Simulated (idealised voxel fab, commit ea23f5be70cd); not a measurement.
You're looking at the process module voxel transistor to metal.
The cross-section shown here is cut; it is 260 nm wide and divided into square cells measuring 5 nm on a side.
This document writes a cross-section as a grid whose cells are square, and gives it as bands, listed from the top down; one or more rows of cells form a band.
Band: top height; bottom height; in nm. Then, left to right: material with width in nm, for each material. "throughout": a single material spanning edge to edge. "empty": empty space.
Note: height 0 marks the level under which the wafer is uniformly one material as received. Lowest band unbounded below, written "0..down".
When a width is written as two numbers, as in "30 to 40", the first number is the width in the top row of cells of the band and the second is the width in its bottom row, and the width changes by the same amount from each row to the next.
Key: "remained unchanged" - step with no changed cell in the cross-section.
"Enclosed cavities" enumerates empty spaces isolated from the top, with no open way to it, that contain at least 8 cells, giving each as width x height at distance from the left edge, all three in nm.
That trailing text on a step's line, after the settings, is the simulator's own remark on the step.
Among the settings permitted on a step's line is "overlay nm"; applied to a step with a mask, it specifies the extent to which the mask lay to the right of its planned position, whereas a negative figure signifies a position to the left.

# Set out below are the planned steps of the process
1) op RECEIVE | material Si
2) op CONFORMAL_DEP | material SiO2 | thk nm 5
3) op CONFORMAL_DEP | material SiN | thk nm 15
4) op PATTERN | tone cover | mask id ACTIVE | material resist | width nm 90 | pitch nm 120 | thk nm 20 | overlay nm 0
5) op DIRECTIONAL_ETCH | etch materials SiN | depth nm 15
6) op DIRECTIONAL_ETCH | etch materials SiO2 | depth nm 5
7) op DIRECTIONAL_ETCH | etch materials Si | depth nm 30
8) op STRIP | etch materials resist
9) op FILL_DEP | material SiO2 | thk nm 5
10) op CMP | height nm 20
11) op SELECTIVE_ETCH | etch materials SiO2 | depth nm 15
12) op STRIP | etch materials SiN
13) op SELECTIVE_ETCH | etch materials SiO2 | depth nm 5
14) op OXIDIZE | depth nm 5
15) op DIRECTIONAL_DEP | material polySi | thk nm 25
16) op DIRECTIONAL_DEP | material SiCN | thk nm 10
17) op MASKED_ETCH | tone cover | mask id GATE | width nm 20 | pitch nm 120 | etch materials SiCN | depth nm 20 | overlay nm 0
18) op MASKED_ETCH | tone cover | mask id GATE | width nm 20 | pitch nm 120 | etch materials polySi | depth nm 35 | overlay nm 0
19) op CONFORMAL_DEP | material SiN | thk nm 5
20) op DIRECTIONAL_ETCH | etch materials SiN | depth nm 5
21) op DIRECTIONAL_ETCH | etch materials SiO2 | depth nm 5
22) op EPI | material SiGe | thk nm 5
23) op FILL_DEP | material SiO2 | thk nm 5
24) op CMP | height nm 35
25) op DIRECTIONAL_DEP | material SiO2 | thk nm 10
26) op DIRECTIONAL_DEP | material aC | thk nm 15
27) op PATTERN | tone open | mask id CONTACT | material resist | width nm 25 | thk nm 30 | overlay nm 0
28) op DIRECTIONAL_ETCH | etch materials aC | depth nm 15
29) op STRIP | etch materials resist
30) op DIRECTIONAL_ETCH | etch materials SiO2 | depth nm 45
31) op STRIP | etch materials aC
32) op CONFORMAL_DEP | material TiN | thk nm 5
33) op FILL_DEP | material W | thk nm 10
34) op CMP | height nm 45
35) op CONFORMAL_DEP | material SiN | thk nm 5
36) op DIRECTIONAL_DEP | material SiO2 | thk nm 25
37) op DIRECTIONAL_DEP | material aC | thk nm 15
38) op PATTERN | tone open | mask id METAL_1 | material resist | width nm 15 | thk nm 35 | overlay nm 0
39) op DIRECTIONAL_ETCH | etch materials aC | depth nm 15
40) op STRIP | etch materials resist
41) op DIRECTIONAL_ETCH | etch materials SiO2 | depth nm 25
42) op DIRECTIONAL_ETCH | etch materials SiN | depth nm 5
43) op STRIP | etch materials aC
44) op CONFORMAL_DEP | material TiN | thk nm 5
45) op FILL_DEP | material Cu | thk nm 5
46) op CMP | height nm 75
47) op EPI | material Ru | thk nm 5
48) op FILL_DEP | material SiCN | thk nm 5
49) op DIRECTIONAL_DEP | material lowk | thk nm 25
50) op PATTERN | tone open | mask id METAL_2 | material resist | width nm 15 | pitch nm 120 | thk nm 15 | overlay nm 0
51) op DIRECTIONAL_ETCH | etch materials lowk | depth nm 15
52) op STRIP | etch materials resist
53) op DIRECTIONAL_DEP | material aC | thk nm 10
54) op PATTERN | tone open | mask id METAL_2_HOLES | material resist | width nm 15 | pitch nm 120 | thk nm 30 | overlay nm 0
55) op DIRECTIONAL_ETCH | etch materials aC | depth nm 10
56) op STRIP | etch materials resist
57) op DIRECTIONAL_ETCH | etch materials lowk | depth nm 10
58) op DIRECTIONAL_ETCH | etch materials SiCN | depth nm 5
59) op STRIP | etch materials aC
60) op CONFORMAL_DEP | material TiN | thk nm 5
61) op FILL_DEP | material Cu | thk nm 5
62) op CMP | height nm 110
63) op CONFORMAL_DEP | material SiN | thk nm 5

# What follows covers the first of two wafers; it ran as planned

# Incoming wafer in cross-section (state: after step 1)
* 0..down: Si throughout
* Enclosed cavities: none

# Step 2 complete: cross-section through the wafer
* 5..0: SiO2 throughout
* Heights below 0 show no change.

# Step 3 complete: cross-section through the wafer
* 20..5: SiN throughout
* Heights below 5 show no change.

# Step 4 complete: cross-section through the wafer
* 40..20: 25 of empty  90 of resist  30 of empty  90 of resist  25 of empty
* Heights below 20 show no change.

# Step 5 complete: cross-section through the wafer
* 40..20: 25 of empty  90 of resist  30 of empty  90 of resist  25 of empty
* 20..5: 25 of empty  90 of SiN  30 of empty  90 of SiN  25 of empty
* Heights below 5 show no change.

# Step 6 complete: cross-section through the wafer
* 40..20: 25 of empty  90 of resist  30 of empty  90 of resist  25 of empty
* 20..5: 25 of empty  90 of SiN  30 of empty  90 of SiN  25 of empty
* 5..0: 25 of empty  90 of SiO2  30 of empty  90 of SiO2  25 of empty
* Heights below 0 show no change.

# Step 7 complete: cross-section through the wafer
* 40..20: 25 of empty  90 of resist  30 of empty  90 of resist  25 of empty
* 20..5: 25 of empty  90 of SiN  30 of empty  90 of SiN  25 of empty
* 5..0: 25 of empty  90 of SiO2  30 of empty  90 of SiO2  25 of empty
* 0..-30: 25 of empty  90 of Si  30 of empty  90 of Si  25 of empty
* Heights below -30 show no change.

# Step 8 complete: cross-section through the wafer
* 20..5: 25 of empty  90 of SiN  30 of empty  90 of SiN  25 of empty
* Heights below 5 show no change.

# Step 9 complete: cross-section through the wafer
* 25..20: SiO2 throughout
* 20..5: 25 of SiO2  90 of SiN  30 of SiO2  90 of SiN  25 of SiO2
* 5..0: SiO2 throughout
* 0..-30: 25 of SiO2  90 of Si  30 of SiO2  90 of Si  25 of SiO2
* Heights below -30 show no change.

# Step 10 complete: cross-section through the wafer
* 20..5: 25 of SiO2  90 of SiN  30 of SiO2  90 of SiN  25 of SiO2
* Heights below 5 show no change.

# Step 11 complete: cross-section through the wafer
* 20..5: 25 of empty  90 of SiN  30 of empty  90 of SiN  25 of empty
* Heights below 5 show no change.

# Step 12 complete: cross-section through the wafer
* 5..0: SiO2 throughout
* Heights below 0 show no change.

# Step 13 complete: cross-section through the wafer
* 0..-30: 25 of SiO2  90 of Si  30 of SiO2  90 of Si  25 of SiO2
* Heights below -30 show no change.

# Step 14 complete: cross-section through the wafer
* 0..-5: SiO2 throughout
* Heights below -5 show no change.

# Step 15 complete: cross-section through the wafer
* 25..0: polySi throughout
* Heights below 0 show no change.

# Step 16 complete: cross-section through the wafer
* 35..25: SiCN throughout
* Heights below 25 show no change.

# Step 17 complete: cross-section through the wafer
* 35..25: 60 of empty  20 of SiCN  100 of empty  20 of SiCN  60 of empty
* Heights below 25 show no change.

# Step 18 complete: cross-section through the wafer
* 35..25: 60 of empty  20 of SiCN  100 of empty  20 of SiCN  60 of empty
* 25..0: 60 of empty  20 of polySi  100 of empty  20 of polySi  60 of empty
* Heights below 0 show no change.

# Step 19 complete: cross-section through the wafer
* 40..35: 55 of empty  30 of SiN  90 of empty  30 of SiN  55 of empty
* 35..25: 55 of empty  5 of SiN  20 of SiCN  5 of SiN  90 of empty  5 of SiN  20 of SiCN  5 of SiN  55 of empty
* 25..5: 55 of empty  5 of SiN  20 of polySi  5 of SiN  90 of empty  5 of SiN  20 of polySi  5 of SiN  55 of empty
* 5..0: 60 of SiN  20 of polySi  100 of SiN  20 of polySi  60 of SiN
* Heights below 0 show no change.

# Step 20 complete: cross-section through the wafer
* 35..25: 55 of empty  5 of SiN  20 of SiCN  5 of SiN  90 of empty  5 of SiN  20 of SiCN  5 of SiN  55 of empty
* 25..0: 55 of empty  5 of SiN  20 of polySi  5 of SiN  90 of empty  5 of SiN  20 of polySi  5 of SiN  55 of empty
* Heights below 0 show no change.

# Step 21 complete: cross-section through the wafer
* 35..25: 55 of empty  5 of SiN  20 of SiCN  5 of SiN  90 of empty  5 of SiN  20 of SiCN  5 of SiN  55 of empty
* 25..0: 55 of empty  5 of SiN  20 of polySi  5 of SiN  90 of empty  5 of SiN  20 of polySi  5 of SiN  55 of empty
* 0..-5: 55 of empty  30 of SiO2  90 of empty  30 of SiO2  55 of empty
* Heights below -5 show no change.

# Step 22 complete: cross-section through the wafer
* 35..25: 55 of empty  5 of SiN  20 of SiCN  5 of SiN  90 of empty  5 of SiN  20 of SiCN  5 of SiN  55 of empty
* 25..0: 55 of empty  5 of SiN  20 of polySi  5 of SiN  90 of empty  5 of SiN  20 of polySi  5 of SiN  55 of empty
* 0..-5: 20 of empty  35 of SiGe  30 of SiO2  35 of SiGe  20 of empty  35 of SiGe  30 of SiO2  35 of SiGe  20 of empty
* Heights below -5 show no change.

# Step 23 complete: cross-section through the wafer
* 40..35: SiO2 throughout
* 35..25: 55 of SiO2  5 of SiN  20 of SiCN  5 of SiN  90 of SiO2  5 of SiN  20 of SiCN  5 of SiN  55 of SiO2
* 25..0: 55 of SiO2  5 of SiN  20 of polySi  5 of SiN  90 of SiO2  5 of SiN  20 of polySi  5 of SiN  55 of SiO2
* 0..-5: 20 of SiO2  35 of SiGe  30 of SiO2  35 of SiGe  20 of SiO2  35 of SiGe  30 of SiO2  35 of SiGe  20 of SiO2
* Heights below -5 show no change.

# Step 24 complete: cross-section through the wafer
* 35..25: 55 of SiO2  5 of SiN  20 of SiCN  5 of SiN  90 of SiO2  5 of SiN  20 of SiCN  5 of SiN  55 of SiO2
* Heights below 25 show no change.

# Step 25 complete: cross-section through the wafer
* 45..35: SiO2 throughout
* Heights below 35 show no change.

# Step 26 complete: cross-section through the wafer
* 60..45: aC throughout
* Heights below 45 show no change.

# Step 27 complete: cross-section through the wafer
* 90..60: 30 of resist  25 of empty  30 of resist  25 of empty  40 of resist  25 of empty  30 of resist  25 of empty  30 of resist
* Heights below 60 show no change.

# Step 28 complete: cross-section through the wafer
* 75..60: 30 of resist  25 of empty  30 of resist  25 of empty  40 of resist  25 of empty  30 of resist  25 of empty  30 of resist
* 60..45: 30 of aC  25 of empty  30 of aC  25 of empty  40 of aC  25 of empty  30 of aC  25 of empty  30 of aC
* Heights below 45 show no change.

# Step 29 complete: cross-section through the wafer
* 60..45: 30 of aC  25 of empty  30 of aC  25 of empty  40 of aC  25 of empty  30 of aC  25 of empty  30 of aC
* Heights below 45 show no change.

# Step 30 complete: cross-section through the wafer
* 60..45: 30 of aC  25 of empty  30 of aC  25 of empty  40 of aC  25 of empty  30 of aC  25 of empty  30 of aC
* 45..35: 30 of SiO2  25 of empty  30 of SiO2  25 of empty  40 of SiO2  25 of empty  30 of SiO2  25 of empty  30 of SiO2
* 35..25: 30 of SiO2  25 of empty  5 of SiN  20 of SiCN  5 of SiN  25 of empty  40 of SiO2  25 of empty  5 of SiN  20 of SiCN  5 of SiN  25 of empty  30 of SiO2
* 25..0: 30 of SiO2  25 of empty  5 of SiN  20 of polySi  5 of SiN  25 of empty  40 of SiO2  25 of empty  5 of SiN  20 of polySi  5 of SiN  25 of empty  30 of SiO2
* Heights below 0 show no change.

# Step 31 complete: cross-section through the wafer
* 45..35: 30 of SiO2  25 of empty  30 of SiO2  25 of empty  40 of SiO2  25 of empty  30 of SiO2  25 of empty  30 of SiO2
* Heights below 35 show no change.

# Step 32 complete: cross-section through the wafer
* 50..45: 35 of TiN  15 of empty  40 of TiN  15 of empty  50 of TiN  15 of empty  40 of TiN  15 of empty  35 of TiN
* 45..35: 30 of SiO2  5 of TiN  15 of empty  5 of TiN  30 of SiO2  5 of TiN  15 of empty  5 of TiN  40 of SiO2  5 of TiN  15 of empty  5 of TiN  30 of SiO2  5 of TiN  15 of empty  5 of TiN  30 of SiO2
* 35..25: 30 of SiO2  5 of TiN  15 of empty  5 of TiN  5 of SiN  20 of SiCN  5 of SiN  5 of TiN  15 of empty  5 of TiN  40 of SiO2  5 of TiN  15 of empty  5 of TiN  5 of SiN  20 of SiCN  5 of SiN  5 of TiN  15 of empty  5 of TiN  30 of SiO2
* 25..5: 30 of SiO2  5 of TiN  15 of empty  5 of TiN  5 of SiN  20 of polySi  5 of SiN  5 of TiN  15 of empty  5 of TiN  40 of SiO2  5 of TiN  15 of empty  5 of TiN  5 of SiN  20 of polySi  5 of SiN  5 of TiN  15 of empty  5 of TiN  30 of SiO2
* 5..0: 30 of SiO2  25 of TiN  5 of SiN  20 of polySi  5 of SiN  25 of TiN  40 of SiO2  25 of TiN  5 of SiN  20 of polySi  5 of SiN  25 of TiN  30 of SiO2
* Heights below 0 show no change.

# Step 33 complete: cross-section through the wafer
* 60..50: W throughout
* 50..45: 35 of TiN  15 of W  40 of TiN  15 of W  50 of TiN  15 of W  40 of TiN  15 of W  35 of TiN
* 45..35: 30 of SiO2  5 of TiN  15 of W  5 of TiN  30 of SiO2  5 of TiN  15 of W  5 of TiN  40 of SiO2  5 of TiN  15 of W  5 of TiN  30 of SiO2  5 of TiN  15 of W  5 of TiN  30 of SiO2
* 35..25: 30 of SiO2  5 of TiN  15 of W  5 of TiN  5 of SiN  20 of SiCN  5 of SiN  5 of TiN  15 of W  5 of TiN  40 of SiO2  5 of TiN  15 of W  5 of TiN  5 of SiN  20 of SiCN  5 of SiN  5 of TiN  15 of W  5 of TiN  30 of SiO2
* 25..5: 30 of SiO2  5 of TiN  15 of W  5 of TiN  5 of SiN  20 of polySi  5 of SiN  5 of TiN  15 of W  5 of TiN  40 of SiO2  5 of TiN  15 of W  5 of TiN  5 of SiN  20 of polySi  5 of SiN  5 of TiN  15 of W  5 of TiN  30 of SiO2
* Heights below 5 show no change.

# Step 34 complete: cross-section through the wafer
* 45..35: 30 of SiO2  5 of TiN  15 of W  5 of TiN  30 of SiO2  5 of TiN  15 of W  5 of TiN  40 of SiO2  5 of TiN  15 of W  5 of TiN  30 of SiO2  5 of TiN  15 of W  5 of TiN  30 of SiO2
* Heights below 35 show no change.

# Step 35 complete: cross-section through the wafer
* 50..45: SiN throughout
* Heights below 45 show no change.

# Step 36 complete: cross-section through the wafer
* 75..50: SiO2 throughout
* Heights below 50 show no change.

# Step 37 complete: cross-section through the wafer
* 90..75: aC throughout
* Heights below 75 show no change.

# Step 38 complete: cross-section through the wafer
* 125..90: 30 of resist  15 of empty  50 of resist  15 of empty  40 of resist  15 of empty  50 of resist  15 of empty  30 of resist
* Heights below 90 show no change.

# Step 39 complete: cross-section through the wafer
* 110..90: 30 of resist  15 of empty  50 of resist  15 of empty  40 of resist  15 of empty  50 of resist  15 of empty  30 of resist
* 90..75: 30 of aC  15 of empty  50 of aC  15 of empty  40 of aC  15 of empty  50 of aC  15 of empty  30 of aC
* Heights below 75 show no change.

# Step 40 complete: cross-section through the wafer
* 90..75: 30 of aC  15 of empty  50 of aC  15 of empty  40 of aC  15 of empty  50 of aC  15 of empty  30 of aC
* Heights below 75 show no change.

# Step 41 complete: cross-section through the wafer
* 90..75: 30 of aC  15 of empty  50 of aC  15 of empty  40 of aC  15 of empty  50 of aC  15 of empty  30 of aC
* 75..50: 30 of SiO2  15 of empty  50 of SiO2  15 of empty  40 of SiO2  15 of empty  50 of SiO2  15 of empty  30 of SiO2
* Heights below 50 show no change.

# Step 42 complete: cross-section through the wafer
* 90..75: 30 of aC  15 of empty  50 of aC  15 of empty  40 of aC  15 of empty  50 of aC  15 of empty  30 of aC
* 75..50: 30 of SiO2  15 of empty  50 of SiO2  15 of empty  40 of SiO2  15 of empty  50 of SiO2  15 of empty  30 of SiO2
* 50..45: 30 of SiN  15 of empty  50 of SiN  15 of empty  40 of SiN  15 of empty  50 of SiN  15 of empty  30 of SiN
* Heights below 45 show no change.

# Step 43 complete: cross-section through the wafer
* 75..50: 30 of SiO2  15 of empty  50 of SiO2  15 of empty  40 of SiO2  15 of empty  50 of SiO2  15 of empty  30 of SiO2
* Heights below 50 show no change.

# Step 44 complete: cross-section through the wafer
* 80..75: 35 of TiN  5 of empty  60 of TiN  5 of empty  50 of TiN  5 of empty  60 of TiN  5 of empty  35 of TiN
* 75..50: 30 of SiO2  5 of TiN  5 of empty  5 of TiN  50 of SiO2  5 of TiN  5 of empty  5 of TiN  40 of SiO2  5 of TiN  5 of empty  5 of TiN  50 of SiO2  5 of TiN  5 of empty  5 of TiN  30 of SiO2
* 50..45: 30 of SiN  15 of TiN  50 of SiN  15 of TiN  40 of SiN  15 of TiN  50 of SiN  15 of TiN  30 of SiN
* Heights below 45 show no change.

# Step 45 complete: cross-section through the wafer
* 85..80: Cu throughout
* 80..75: 35 of TiN  5 of Cu  60 of TiN  5 of Cu  50 of TiN  5 of Cu  60 of TiN  5 of Cu  35 of TiN
* 75..50: 30 of SiO2  5 of TiN  5 of Cu  5 of TiN  50 of SiO2  5 of TiN  5 of Cu  5 of TiN  40 of SiO2  5 of TiN  5 of Cu  5 of TiN  50 of SiO2  5 of TiN  5 of Cu  5 of TiN  30 of SiO2
* Heights below 50 show no change.

# Step 46 complete: cross-section through the wafer
* 75..50: 30 of SiO2  5 of TiN  5 of Cu  5 of TiN  50 of SiO2  5 of TiN  5 of Cu  5 of TiN  40 of SiO2  5 of TiN  5 of Cu  5 of TiN  50 of SiO2  5 of TiN  5 of Cu  5 of TiN  30 of SiO2
* Heights below 50 show no change.

# Step 47 complete: cross-section through the wafer
* 80..75: 25 of empty  25 of Ru  40 of empty  25 of Ru  30 of empty  25 of Ru  40 of empty  25 of Ru  25 of empty
* Heights below 75 show no change.

# Step 48 complete: cross-section through the wafer
* 85..80: SiCN throughout
* 80..75: 25 of SiCN  25 of Ru  40 of SiCN  25 of Ru  30 of SiCN  25 of Ru  40 of SiCN  25 of Ru  25 of SiCN
* Heights below 75 show no change.

# Step 49 complete: cross-section through the wafer
* 110..85: lowk throughout
* Heights below 85 show no change.

# Step 50 complete: cross-section through the wafer
* 125..110: 30 of resist  15 of empty  105 of resist  15 of empty  95 of resist
* Heights below 110 show no change.

# Step 51 complete: cross-section through the wafer
* 125..110: 30 of resist  15 of empty  105 of resist  15 of empty  95 of resist
* 110..95: 30 of lowk  15 of empty  105 of lowk  15 of empty  95 of lowk
* Heights below 95 show no change.

# Step 52 complete: cross-section through the wafer
* 110..95: 30 of lowk  15 of empty  105 of lowk  15 of empty  95 of lowk
* Heights below 95 show no change.

# Step 53 complete: cross-section through the wafer
* 120..110: 30 of aC  15 of empty  105 of aC  15 of empty  95 of aC
* 110..105: 30 of lowk  15 of empty  105 of lowk  15 of empty  95 of lowk
* 105..95: 30 of lowk  15 of aC  105 of lowk  15 of aC  95 of lowk
* Heights below 95 show no change.

# Step 54 complete: cross-section through the wafer
* 150..120: 30 of resist  15 of empty  105 of resist  15 of empty  95 of resist
* Heights below 120 show no change.

# Step 55 complete: cross-section through the wafer
* 140..120: 30 of resist  15 of empty  105 of resist  15 of empty  95 of resist
* 120..110: 30 of aC  15 of empty  105 of aC  15 of empty  95 of aC
* 110..95: 30 of lowk  15 of empty  105 of lowk  15 of empty  95 of lowk
* Heights below 95 show no change.

# Step 56 complete: cross-section through the wafer
* 120..110: 30 of aC  15 of empty  105 of aC  15 of empty  95 of aC
* Heights below 110 show no change.

# Step 57 complete: cross-section through the wafer
* 120..110: 30 of aC  15 of empty  105 of aC  15 of empty  95 of aC
* 110..85: 30 of lowk  15 of empty  105 of lowk  15 of empty  95 of lowk
* Heights below 85 show no change.

# Step 58 complete: cross-section through the wafer
* 120..110: 30 of aC  15 of empty  105 of aC  15 of empty  95 of aC
* 110..85: 30 of lowk  15 of empty  105 of lowk  15 of empty  95 of lowk
* 85..80: 30 of SiCN  15 of empty  105 of SiCN  15 of empty  95 of SiCN
* Heights below 80 show no change.

# Step 59 complete: cross-section through the wafer
* 110..85: 30 of lowk  15 of empty  105 of lowk  15 of empty  95 of lowk
* Heights below 85 show no change.

# Step 60 complete: cross-section through the wafer
* 115..110: 35 of TiN  5 of empty  115 of TiN  5 of empty  100 of TiN
* 110..85: 30 of lowk  5 of TiN  5 of empty  5 of TiN  105 of lowk  5 of TiN  5 of empty  5 of TiN  95 of lowk
* 85..80: 30 of SiCN  15 of TiN  105 of SiCN  15 of TiN  95 of SiCN
* Heights below 80 show no change.

# Step 61 complete: cross-section through the wafer
* 120..115: Cu throughout
* 115..110: 35 of TiN  5 of Cu  115 of TiN  5 of Cu  100 of TiN
* 110..85: 30 of lowk  5 of TiN  5 of Cu  5 of TiN  105 of lowk  5 of TiN  5 of Cu  5 of TiN  95 of lowk
* Heights below 85 show no change.

# Step 62 complete: cross-section through the wafer
* 110..85: 30 of lowk  5 of TiN  5 of Cu  5 of TiN  105 of lowk  5 of TiN  5 of Cu  5 of TiN  95 of lowk
* Heights below 85 show no change.

# Step 63 complete: cross-section through the wafer
* 115..110: SiN throughout
* Heights below 110 show no change.

# Wafer two of two - same starting point, same process plan, one mistake in execution; matches wafer one up to and including step 34

# Planned end of step 35: second wafer, cross-section
* 70..45: SiO2 throughout
* Heights below 45 show no change.

# Planned end of step 36: second wafer, cross-section
* 75..70: SiN throughout
* Heights below 70 show no change.

# Planned end of step 37: second wafer, cross-section
* 90..75: aC throughout
* Heights below 75 show no change.

# Planned end of step 38: second wafer, cross-section
* 125..90: 30 of resist  15 of empty  50 of resist  15 of empty  40 of resist  15 of empty  50 of resist  15 of empty  30 of resist
* Heights below 90 show no change.

# Planned end of step 39: second wafer, cross-section
* 110..90: 30 of resist  15 of empty  50 of resist  15 of empty  40 of resist  15 of empty  50 of resist  15 of empty  30 of resist
* 90..75: 30 of aC  15 of empty  50 of aC  15 of empty  40 of aC  15 of empty  50 of aC  15 of empty  30 of aC
* Heights below 75 show no change.

# Planned end of step 40: second wafer, cross-section
* 90..75: 30 of aC  15 of empty  50 of aC  15 of empty  40 of aC  15 of empty  50 of aC  15 of empty  30 of aC
* Heights below 75 show no change.

Planned end of step 41: second wafer, cross-section: remained unchanged

# Planned end of step 42: second wafer, cross-section
* 90..75: 30 of aC  15 of empty  50 of aC  15 of empty  40 of aC  15 of empty  50 of aC  15 of empty  30 of aC
* 75..70: 30 of SiN  15 of empty  50 of SiN  15 of empty  40 of SiN  15 of empty  50 of SiN  15 of empty  30 of SiN
* Heights below 70 show no change.

# Planned end of step 43: second wafer, cross-section
* 75..70: 30 of SiN  15 of empty  50 of SiN  15 of empty  40 of SiN  15 of empty  50 of SiN  15 of empty  30 of SiN
* Heights below 70 show no change.

# Planned end of step 44: second wafer, cross-section
* 80..75: 35 of TiN  5 of empty  60 of TiN  5 of empty  50 of TiN  5 of empty  60 of TiN  5 of empty  35 of TiN
* 75..70: 30 of SiN  15 of TiN  50 of SiN  15 of TiN  40 of SiN  15 of TiN  50 of SiN  15 of TiN  30 of SiN
* Heights below 70 show no change.

# Planned end of step 45: second wafer, cross-section
* 85..80: Cu throughout
* 80..75: 35 of TiN  5 of Cu  60 of TiN  5 of Cu  50 of TiN  5 of Cu  60 of TiN  5 of Cu  35 of TiN
* Heights below 75 show no change.

# Planned end of step 46: second wafer, cross-section
* 75..70: 30 of SiN  15 of TiN  50 of SiN  15 of TiN  40 of SiN  15 of TiN  50 of SiN  15 of TiN  30 of SiN
* Heights below 70 show no change.

# Planned end of step 47: second wafer, cross-section
* 80..75: 25 of empty  25 of Ru  40 of empty  25 of Ru  30 of empty  25 of Ru  40 of empty  25 of Ru  25 of empty
* Heights below 75 show no change.

# Planned end of step 48: second wafer, cross-section
* 85..80: SiCN throughout
* 80..75: 25 of SiCN  25 of Ru  40 of SiCN  25 of Ru  30 of SiCN  25 of Ru  40 of SiCN  25 of Ru  25 of SiCN
* Heights below 75 show no change.

# Planned end of step 49: second wafer, cross-section
* 110..85: lowk throughout
* Heights below 85 show no change.

# Planned end of step 50: second wafer, cross-section
* 125..110: 30 of resist  15 of empty  105 of resist  15 of empty  95 of resist
* Heights below 110 show no change.

# Planned end of step 51: second wafer, cross-section
* 125..110: 30 of resist  15 of empty  105 of resist  15 of empty  95 of resist
* 110..95: 30 of lowk  15 of empty  105 of lowk  15 of empty  95 of lowk
* Heights below 95 show no change.

# Planned end of step 52: second wafer, cross-section
* 110..95: 30 of lowk  15 of empty  105 of lowk  15 of empty  95 of lowk
* Heights below 95 show no change.

# Planned end of step 53: second wafer, cross-section
* 120..110: 30 of aC  15 of empty  105 of aC  15 of empty  95 of aC
* 110..105: 30 of lowk  15 of empty  105 of lowk  15 of empty  95 of lowk
* 105..95: 30 of lowk  15 of aC  105 of lowk  15 of aC  95 of lowk
* Heights below 95 show no change.

# Planned end of step 54: second wafer, cross-section
* 150..120: 30 of resist  15 of empty  105 of resist  15 of empty  95 of resist
* Heights below 120 show no change.

# Planned end of step 55: second wafer, cross-section
* 140..120: 30 of resist  15 of empty  105 of resist  15 of empty  95 of resist
* 120..110: 30 of aC  15 of empty  105 of aC  15 of empty  95 of aC
* 110..95: 30 of lowk  15 of empty  105 of lowk  15 of empty  95 of lowk
* Heights below 95 show no change.

# Planned end of step 56: second wafer, cross-section
* 120..110: 30 of aC  15 of empty  105 of aC  15 of empty  95 of aC
* Heights below 110 show no change.

# Planned end of step 57: second wafer, cross-section
* 120..110: 30 of aC  15 of empty  105 of aC  15 of empty  95 of aC
* 110..85: 30 of lowk  15 of empty  105 of lowk  15 of empty  95 of lowk
* Heights below 85 show no change.

# Planned end of step 58: second wafer, cross-section
* 120..110: 30 of aC  15 of empty  105 of aC  15 of empty  95 of aC
* 110..85: 30 of lowk  15 of empty  105 of lowk  15 of empty  95 of lowk
* 85..80: 30 of SiCN  15 of empty  105 of SiCN  15 of empty  95 of SiCN
* Heights below 80 show no change.

# Planned end of step 59: second wafer, cross-section
* 110..85: 30 of lowk  15 of empty  105 of lowk  15 of empty  95 of lowk
* Heights below 85 show no change.

# Planned end of step 60: second wafer, cross-section
* 115..110: 35 of TiN  5 of empty  115 of TiN  5 of empty  100 of TiN
* 110..85: 30 of lowk  5 of TiN  5 of empty  5 of TiN  105 of lowk  5 of TiN  5 of empty  5 of TiN  95 of lowk
* 85..80: 30 of SiCN  15 of TiN  105 of SiCN  15 of TiN  95 of SiCN
* Heights below 80 show no change.

# Planned end of step 61: second wafer, cross-section
* 120..115: Cu throughout
* 115..110: 35 of TiN  5 of Cu  115 of TiN  5 of Cu  100 of TiN
* 110..85: 30 of lowk  5 of TiN  5 of Cu  5 of TiN  105 of lowk  5 of TiN  5 of Cu  5 of TiN  95 of lowk
* Heights below 85 show no change.

# Planned end of step 62: second wafer, cross-section
* 110..85: 30 of lowk  5 of TiN  5 of Cu  5 of TiN  105 of lowk  5 of TiN  5 of Cu  5 of TiN  95 of lowk
* Heights below 85 show no change.

# Planned end of step 63: second wafer, cross-section
* 115..110: SiN throughout
* Heights below 110 show no change.
Plan not followed: note: step 35 <-> step 36, run order reversed vs plan
The second wafer ends with more or fewer cells of some materials than the first, per final count: -20 Cu; +60 SiO2; -40 TiN
